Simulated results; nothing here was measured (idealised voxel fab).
The process module that follows is named voxel wiring stack.
Each square cell in cross-section cut measures 5 nm, and the section as a whole is 290 nm wide.
This document writes a cross-section as a grid whose cells are square, and gives it as bands, listed from the top down; one or more rows of cells form a band. Top height, bottom height, nm. Materials left to right, width each, nm. Single material + "all across" = fills band edge to edge. "empty" = empty. Height reference: 0 = level under which incoming wafer is all one material. Lowest band: no bottom, runs on downward, e.g. "0 down". So if you see something like "30..40" for the width, read it as the top row of the band sitting at the first number and the bottom row at the second, with every row in between moving by the same amount as the last. Where a step carries "identical to before", the cross-section came out of it unchanged, cell for cell. In "Closed void listing" the enclosed voids are listed, meaning empty spaces of 8 cells or larger without any opening to the top. The form is width x height at distance, distance from the left edge, units nm. Formally, on a step line, whatever follows the settings is a remark that the simulator itself makes on the step. "overlay nm" on a masked step: distance the mask lay right of its planned place, negative for left.
THE PROCESS STEPS THAT WERE PLANNED ARE LISTED BELOW
1 op RECEIVE | material Si
2 op CONFORMAL_DEP | material SiO2 | thk nm 10
3 op CONFORMAL_DEP | material SiN | thk nm 5
4 op DIRECTIONAL_DEP | material lowk | thk nm 15
5 op MASKED_ETCH | tone open | mask id METAL_1 | width nm 20 | pitch nm 50 | etch materials lowk | depth nm 15 | overlay nm 0
6 op MASKED_ETCH | tone open | mask id METAL_1 | width nm 20 | pitch nm 50 | etch materials SiN | depth nm 5 | overlay nm 0
7 op CONFORMAL_DEP | material TiN | thk nm 5
8 op FILL_DEP | material Cu | thk nm 5
9 op CMP | height nm 30
10 op CONFORMAL_DEP | material SiCN | thk nm 5
11 op DIRECTIONAL_DEP | material SiO2 | thk nm 30
12 op PATTERN | tone open | mask id METAL_2_HOLES | material resist | width nm 15 | pitch nm 50 | thk nm 15 | overlay nm 0
13 op DIRECTIONAL_ETCH | etch materials SiO2 | depth nm 30
14 op STRIP | etch materials resist
15 op MASKED_ETCH | tone open | mask id METAL_2 | width nm 20 | pitch nm 50 | etch materials SiO2 | depth nm 15 | overlay nm 0
16 op MASKED_ETCH | tone open | mask id METAL_2 | width nm 20 | pitch nm 50 | etch materials SiCN | depth nm 5 | overlay nm 0
17 op CONFORMAL_DEP | material TiN | thk nm 5
18 op FILL_DEP | material Cu | thk nm 5
19 op CMP | height nm 65
20 op CONFORMAL_DEP | material SiCN | thk nm 5
WAFER AS RECEIVED: CROSS-SECTION FOLLOWING STEP 1
  0 down = Si all across
  Closed void listing: none
SAME STARTING WAFER, SAME PLAN AS ABOVE, ONE MISTAKE IN THE EXECUTION; THIS IS THE CROSS-SECTION AT THE END OF THE MODULE
  70 to 65 = SiCN all across
  65 to 55 = 55 nm SiO2 | 5 nm TiN | 20 nm Cu | 5 nm TiN | 20 nm SiO2 | 5 nm TiN | 20 nm Cu | 5 nm TiN | 20 nm SiO2 | 5 nm TiN | 20 nm Cu | 5 nm TiN | 20 nm SiO2 | 5 nm TiN | 20 nm Cu | 5 nm TiN | 55 nm SiO2
  55 to 50 = 55 nm SiO2 | 10 nm TiN | 5 nm Cu | 15 nm TiN | 20 nm SiO2 | 10 nm TiN | 5 nm Cu | 15 nm TiN | 20 nm SiO2 | 10 nm TiN | 5 nm Cu | 15 nm TiN | 20 nm SiO2 | 10 nm TiN | 5 nm Cu | 15 nm TiN | 55 nm SiO2
  50 to 35 = 60 nm SiO2 | 5 nm TiN | 5 nm Cu | 5 nm TiN | 35 nm SiO2 | 5 nm TiN | 5 nm Cu | 5 nm TiN | 35 nm SiO2 | 5 nm TiN | 5 nm Cu | 5 nm TiN | 35 nm SiO2 | 5 nm TiN | 5 nm Cu | 5 nm TiN | 65 nm SiO2
  35 to 30 = 60 nm SiCN | 15 nm TiN | 35 nm SiCN | 15 nm TiN | 35 nm SiCN | 15 nm TiN | 35 nm SiCN | 15 nm TiN | 65 nm SiCN
  30 to 15 = 60 nm lowk | 5 nm TiN | 10 nm Cu | 5 nm TiN | 30 nm lowk | 5 nm TiN | 10 nm Cu | 5 nm TiN | 30 nm lowk | 5 nm TiN | 10 nm Cu | 5 nm TiN | 30 nm lowk | 5 nm TiN | 10 nm Cu | 5 nm TiN | 60 nm lowk
  15 to 10 = 60 nm SiN | 20 nm TiN | 30 nm SiN | 20 nm TiN | 30 nm SiN | 20 nm TiN | 30 nm SiN | 20 nm TiN | 60 nm SiN
  10 to 0 = SiO2 all across
  0 down = Si all across
  Closed void listing: none
Diagnosis: so step 15 ended up running with a different setting than we planned, it ran as op MASKED_ETCH | tone open | mask id METAL_2 | width nm 30 | pitch nm 50 | etch materials SiO2 | depth nm 15 | overlay nm 0
